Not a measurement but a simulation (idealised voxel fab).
The process module that follows is named voxel air gaps.
Square cell edge 5 nm, section width 285 nm, ID cut.
Format of a cross-section: grid, square cells. Given as bands. Order: top down. Band: one or more rows of cells. Quick guide to a band line: top height, bottom height (nm) up front; then every material left to right with its width in nm. Only one material and it's marked "edge to edge"? Then it fills the band edge to edge. And "air" just means empty space. For the purposes of this specification, 0 denotes the height below which the wafer in its as-received condition is composed wholly of one material, and the lowermost band, lacking a lower limit, extends downward without end, as expressed in "from 0 down". Width "30 to 40": first value at the band's top row of cells, second value at its bottom row, equal change from row to row. "same as before", as given for a step, is the statement that not any cell of the cross-section underwent a change during that step. Any empty space of 8 cells or more lacking an open way to the top shows up in "Closed voids list" as width x height at distance, distance from the left edge, in nm. Where a step's line continues beyond its settings, the continuation is a remark by the simulator itself on that step. overlay nm: mask right of planned place by this much (step with mask). Neg. = left.
### These are the steps we planned for the process
- 1: RECEIVE,material Si
- 2: CONFORMAL_DEP,material SiO2,thk nm 10
- 3: CONFORMAL_DEP,material SiN,thk nm 5
- 4: DIRECTIONAL_DEP,material SiO2,thk nm 40
- 5: DIRECTIONAL_DEP,material aC,thk nm 10
- 6: PATTERN,tone open,mask id LINES,material resist,width nm 25,pitch nm 50,thk nm 30,overlay nm 0
- 7: DIRECTIONAL_ETCH,etch materials aC,depth nm 10
- 8: STRIP,etch materials resist
- 9: DIRECTIONAL_ETCH,etch materials SiO2,depth nm 40
- 10: STRIP,etch materials aC
- 11: CONFORMAL_DEP,material TiN,thk nm 5
- 12: FILL_DEP,material W,thk nm 10
- 13: CMP,height nm 55
- 14: EPI,material Ru,thk nm 10
- 15: SELECTIVE_ETCH,etch materials SiO2,depth nm 50
- 16: CONFORMAL_DEP,material SiN,thk nm 5
### The first of a set of two wafers, run to plan
### So this is the incoming wafer in cross-section - it's already been through step 1
> from 0 down | Si edge to edge
> Closed voids list: none
### after step 2
> from 10 to 0 | SiO2 edge to edge
> Rest of section, below 0: as before.
### after step 3
> from 15 to 10 | SiN edge to edge
> Rest of section, below 10: as before.
### after step 4
> from 55 to 15 | SiO2 edge to edge
> Rest of section, below 15: as before.
### after step 5
> from 65 to 55 | aC edge to edge
> Rest of section, below 55: as before.
### after step 6
> from 95 to 65 | 80 nm resist, 25 nm air, 25 nm resist, 25 nm air, 25 nm resist, 25 nm air, 80 nm resist
> Rest of section, below 65: as before.
### after step 7
> from 85 to 65 | 80 nm resist, 25 nm air, 25 nm resist, 25 nm air, 25 nm resist, 25 nm air, 80 nm resist
> from 65 to 55 | 80 nm aC, 25 nm air, 25 nm aC, 25 nm air, 25 nm aC, 25 nm air, 80 nm aC
> Rest of section, below 55: as before.
### after step 8
> from 65 to 55 | 80 nm aC, 25 nm air, 25 nm aC, 25 nm air, 25 nm aC, 25 nm air, 80 nm aC
> Rest of section, below 55: as before.
### after step 9
> from 65 to 55 | 80 nm aC, 25 nm air, 25 nm aC, 25 nm air, 25 nm aC, 25 nm air, 80 nm aC
> from 55 to 15 | 80 nm SiO2, 25 nm air, 25 nm SiO2, 25 nm air, 25 nm SiO2, 25 nm air, 80 nm SiO2
> Rest of section, below 15: as before.
### after step 10
> from 55 to 15 | 80 nm SiO2, 25 nm air, 25 nm SiO2, 25 nm air, 25 nm SiO2, 25 nm air, 80 nm SiO2
> Rest of section, below 15: as before.
### after step 11
> from 60 to 55 | 85 nm TiN, 15 nm air, 35 nm TiN, 15 nm air, 35 nm TiN, 15 nm air, 85 nm TiN
> from 55 to 20 | 80 nm SiO2, 5 nm TiN, 15 nm air, 5 nm TiN, 25 nm SiO2, 5 nm TiN, 15 nm air, 5 nm TiN, 25 nm SiO2, 5 nm TiN, 15 nm air, 5 nm TiN, 80 nm SiO2
> from 20 to 15 | 80 nm SiO2, 25 nm TiN, 25 nm SiO2, 25 nm TiN, 25 nm SiO2, 25 nm TiN, 80 nm SiO2
> Rest of section, below 15: as before.
### after step 12
> from 70 to 60 | W edge to edge
> from 60 to 55 | 85 nm TiN, 15 nm W, 35 nm TiN, 15 nm W, 35 nm TiN, 15 nm W, 85 nm TiN
> from 55 to 20 | 80 nm SiO2, 5 nm TiN, 15 nm W, 5 nm TiN, 25 nm SiO2, 5 nm TiN, 15 nm W, 5 nm TiN, 25 nm SiO2, 5 nm TiN, 15 nm W, 5 nm TiN, 80 nm SiO2
> Rest of section, below 20: as before.
### after step 13
> from 55 to 20 | 80 nm SiO2, 5 nm TiN, 15 nm W, 5 nm TiN, 25 nm SiO2, 5 nm TiN, 15 nm W, 5 nm TiN, 25 nm SiO2, 5 nm TiN, 15 nm W, 5 nm TiN, 80 nm SiO2
> Rest of section, below 20: as before.
### after step 14
> from 65 to 55 | 70 nm air, 45 nm Ru, 5 nm air, 45 nm Ru, 5 nm air, 45 nm Ru, 70 nm air
> Rest of section, below 55: as before.
### after step 15
> from 65 to 55 | 70 nm air, 45 nm Ru, 5 nm air, 45 nm Ru, 5 nm air, 45 nm Ru, 70 nm air
> from 55 to 20 | 80 nm air, 5 nm TiN, 15 nm W, 5 nm TiN, 25 nm air, 5 nm TiN, 15 nm W, 5 nm TiN, 25 nm air, 5 nm TiN, 15 nm W, 5 nm TiN, 80 nm air
> from 20 to 15 | 80 nm air, 25 nm TiN, 25 nm air, 25 nm TiN, 25 nm air, 25 nm TiN, 80 nm air
> Rest of section, below 15: as before.
### after step 16
> from 70 to 65 | 65 nm air, 155 nm SiN, 65 nm air
> from 65 to 55 | 65 nm air, 5 nm SiN, 45 nm Ru, 5 nm SiN, 45 nm Ru, 5 nm SiN, 45 nm Ru, 5 nm SiN, 65 nm air
> from 55 to 50 | 65 nm air, 15 nm SiN, 5 nm TiN, 15 nm W, 5 nm TiN, 25 nm SiN, 5 nm TiN, 15 nm W, 5 nm TiN, 25 nm SiN, 5 nm TiN, 15 nm W, 5 nm TiN, 15 nm SiN, 65 nm air
> from 50 to 20 | 75 nm air, 5 nm SiN, 5 nm TiN, 15 nm W, 5 nm TiN, 5 nm SiN, 15 nm air, 5 nm SiN, 5 nm TiN, 15 nm W, 5 nm TiN, 5 nm SiN, 15 nm air, 5 nm SiN, 5 nm TiN, 15 nm W, 5 nm TiN, 5 nm SiN, 75 nm air
> from 20 to 15 | 80 nm SiN, 25 nm TiN, 25 nm SiN, 25 nm TiN, 25 nm SiN, 25 nm TiN, 80 nm SiN
> Rest of section, below 15: as before.
> Closed voids list: 15 x 30 at 110; 15 x 30 at 160
### The second wafer: identical to the first at the outset and in its planned sequence, differing only in that one mistake was made during processing; up to and including step 2, its path is the first wafer's path
### when step 3 should have ended
> from 50 to 0 | SiO2 edge to edge
> Rest of section, below 0: as before.
### when step 4 should have ended
> from 55 to 50 | SiN edge to edge
> Rest of section, below 50: as before.
### when step 5 should have ended
> from 65 to 55 | aC edge to edge
> Rest of section, below 55: as before.
### when step 6 should have ended
> from 95 to 65 | 80 nm resist, 25 nm air, 25 nm resist, 25 nm air, 25 nm resist, 25 nm air, 80 nm resist
> Rest of section, below 65: as before.
### when step 7 should have ended
> from 85 to 65 | 80 nm resist, 25 nm air, 25 nm resist, 25 nm air, 25 nm resist, 25 nm air, 80 nm resist
> from 65 to 55 | 80 nm aC, 25 nm air, 25 nm aC, 25 nm air, 25 nm aC, 25 nm air, 80 nm aC
> Rest of section, below 55: as before.
### when step 8 should have ended
> from 65 to 55 | 80 nm aC, 25 nm air, 25 nm aC, 25 nm air, 25 nm aC, 25 nm air, 80 nm aC
> Rest of section, below 55: as before.
when step 9 should have ended: same as before
### when step 10 should have ended
> from 55 to 50 | SiN edge to edge
> Rest of section, below 50: as before.
### when step 11 should have ended
> from 60 to 55 | TiN edge to edge
> Rest of section, below 55: as before.
### when step 12 should have ended
> from 70 to 60 | W edge to edge
> Rest of section, below 60: as before.
### when step 13 should have ended
> from 55 to 50 | SiN edge to edge
> Rest of section, below 50: as before.
when step 14 should have ended: same as before
when step 15 should have ended: same as before
### when step 16 should have ended
> from 60 to 50 | SiN edge to edge
> Rest of section, below 50: as before.
The mistake made against the process plan was this: the intended sequence of steps 3 and 4 was reversed during processing, with each occupying the position of the other
Final wafer comparison in cells, second versus first, more or fewer per material: -54 Ru | -76 SiN | +456 SiO2 | -57 TiN | -63 W
Long story short, the first wafer ends with 2 closed voids and the second one with 0.
